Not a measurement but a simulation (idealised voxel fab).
Process module in this document: voxel plated lines
Square cell edge 5 nm, section width 215 nm, ID cut.
Format of a cross-section: grid, square cells. Given as bands. Order: top down. Band: one or more rows of cells.
First you get the band's top height and its bottom height, in nm, and then the materials it's made of, left to right, with each width in nm. If you see a single material with "edge to edge", that one covers the band edge to edge. "blank" is empty space.
Height datum 0, below which the as-received substrate wafer is one material. Lowest band open at the bottom, running downward: "top 0, no bottom".
When a width is written as two numbers, as in "30..40", the first number is the width in the top row of cells of the band and the second is the width in its bottom row, and the width changes by the same amount from each row to the next.
What does "nothing got changed" mean for a step? It means no cell of the cross-section changed in that step.
"Non-vented voids": sealed empty spaces, 8 cells or more, no open way to top, listed width x height at distance, with distance from the left edge and width, height and distance in nm.
Heads up: the bit after the settings on a step's line is the simulator's remark on that step.
A step's line can hold "overlay nm"; with a mask on that step, the setting says how far right of the planned place the mask lay, while a negative setting says it lay to the left.
## Process steps - plan
1: RECEIVE (material Si)
2: CONFORMAL_DEP (material SiN; thk nm 15)
3: DIRECTIONAL_DEP (material TiN; thk nm 5)
4: PATTERN (tone open; mask id LINES; material resist; width nm 25; pitch nm 55; thk nm 30; overlay nm 0)
5: EPI (material Ru; thk nm 5)
6: EPI (material Ru; thk nm 5)
7: STRIP (etch materials resist)
8: DIRECTIONAL_ETCH (etch materials TiN; depth nm 5)
9: CONFORMAL_DEP (material SiO2; thk nm 5)
## Incoming wafer, cross-sectional view, post step 1
* top 0, no bottom  Si edge to edge
* Non-vented voids: none
## Look at the cross-section after the module: the wafer started out the way shown above and the plan was the one shown above, yet one mistake was made along the way
* top 35, bottom 30  blank=40  SiO2=30  blank=25  SiO2=30  blank=25  SiO2=30  blank=35
* top 30, bottom 20  blank=40  SiO2=5  Ru=20  SiO2=5  blank=25  SiO2=5  Ru=20  SiO2=5  blank=25  SiO2=5  Ru=20  SiO2=5  blank=35
* top 20, bottom 15  SiO2=45  TiN=20  SiO2=35  TiN=20  SiO2=35  TiN=20  SiO2=40
* top 15, bottom 0  SiN edge to edge
* top 0, no bottom  Si edge to edge
* Non-vented voids: none
Diagnosis: step 4, actual vs plan mismatch, actual run PATTERN (tone open; mask id LINES; material resist; width nm 20; pitch nm 55; thk nm 30; overlay nm 0)
